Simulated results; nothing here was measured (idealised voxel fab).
process module | voxel self aligned vias
Cross-section cut spans 160 nm and uses square cells 5 nm in size.
Cross-sections here: square-cell grids, written as top-down lists of bands, a band being one or more rows of cells. Within each band entry, the heights of the top and of the bottom of the band appear first, in that order and in nm; the materials of the band then follow from left to right, each with its corresponding width in nm. The designation "throughout" on a single material indicates that it fills the band from edge to edge; the designation "empty" indicates empty space. Basically, 0 is our baseline, since under it the wafer straight out of the box is all one material. The bottom band has no lower end and keeps on going down, so it looks like "0 -> down". A width given as "30..40" starts at the first number in the band's top row and ends at the second number in its bottom row, shifting by an equal amount at every step from row to row. "no alteration" after a step means that no cell of the cross-section changed. You'll see "Enclosed cavities" listing empty spaces that have no way open to the top, as long as they're 8 cells or more; the notation is width x height at distance, where the distance is from the left edge, and all of it is in nm. Read whatever lies past the settings on a step's line as the simulator's own remark about the step. overlay nm: right-of-plan distance of the mask on a masked step; negative values mean left-of-plan.

THIS SECTION LISTS THE PROCESS STEPS THAT WERE PLANNED
1) RECEIVE, material Si
2) CONFORMAL_DEP, material SiO2, thk nm 10
3) CONFORMAL_DEP, material SiCN, thk nm 5
4) DIRECTIONAL_DEP, material lowk, thk nm 25
5) DIRECTIONAL_DEP, material aC, thk nm 15
6) PATTERN, tone open, mask id LINES, material resist, width nm 25, pitch nm 55, thk nm 30, overlay nm 0
7) DIRECTIONAL_ETCH, etch materials aC, depth nm 15
8) STRIP, etch materials resist
9) DIRECTIONAL_ETCH, etch materials lowk, depth nm 25
10) STRIP, etch materials aC
11) CONFORMAL_DEP, material TiN, thk nm 5
12) FILL_DEP, material Ru, thk nm 5
13) CMP, height nm 40
14) SELECTIVE_ETCH, etch materials W Ru TiN, depth nm 5
15) FILL_DEP, material SiN, thk nm 10
16) CMP, height nm 40
17) DIRECTIONAL_DEP, material lowk, thk nm 5
18) PATTERN, tone open, mask id VIAS, material resist, width nm 35, pitch nm 55, thk nm 15, overlay nm 0
19) DIRECTIONAL_ETCH, etch materials lowk, depth nm 15
20) DIRECTIONAL_ETCH, etch materials SiN, depth nm 5
21) STRIP, etch materials resist
22) CONFORMAL_DEP, material TiN, thk nm 5
23) FILL_DEP, material W, thk nm 10
24) CMP, height nm 55
25) CONFORMAL_DEP, material SiN, thk nm 5
All wafers enter the flow in the same state. The thk nm at step 17 differs from wafer to wafer, and the plan gives the value for the first wafer.

SECTIONAL VIEW: FIRST OF SEVERAL WAFERS, AS RECEIVED, AFTER STEP 1
	0 -> down | Si throughout
	Enclosed cavities: none

TABULATED BELOW, WAFER BY WAFER, ARE THE END-OF-MODULE RESULTS: FOR EACH MATERIAL, THE NUMBER OF CELLS GAINED (+) OR LOST (-) RELATIVE TO THE AS-RECEIVED STATE, FOLLOWED BY THE CLOSED VOIDS
thk nm 5 | +18 Ru | +32 SiCN | +32 SiN | +64 SiO2 | +66 TiN | +52 W | +120 lowk | Enclosed cavities: none
thk nm 10 | +18 Ru | +32 SiCN | +32 SiN | +64 SiO2 | +66 TiN | +30 W | +142 lowk | Enclosed cavities: none
thk nm 15 | +18 Ru | +32 SiCN | +32 SiN | +64 SiO2 | +48 TiN | +26 W | +164 lowk | Enclosed cavities: none
thk nm 20 | +18 Ru | +32 SiCN | +42 SiN | +64 SiO2 | +40 TiN | +10 W | +178 lowk | Enclosed cavities: none
thk nm 25 | +18 Ru | +32 SiCN | +42 SiN | +64 SiO2 | +36 TiN | +192 lowk | Enclosed cavities: none
thk nm 30 | +18 Ru | +32 SiCN | +42 SiN | +64 SiO2 | +22 TiN | +206 lowk | Enclosed cavities: none
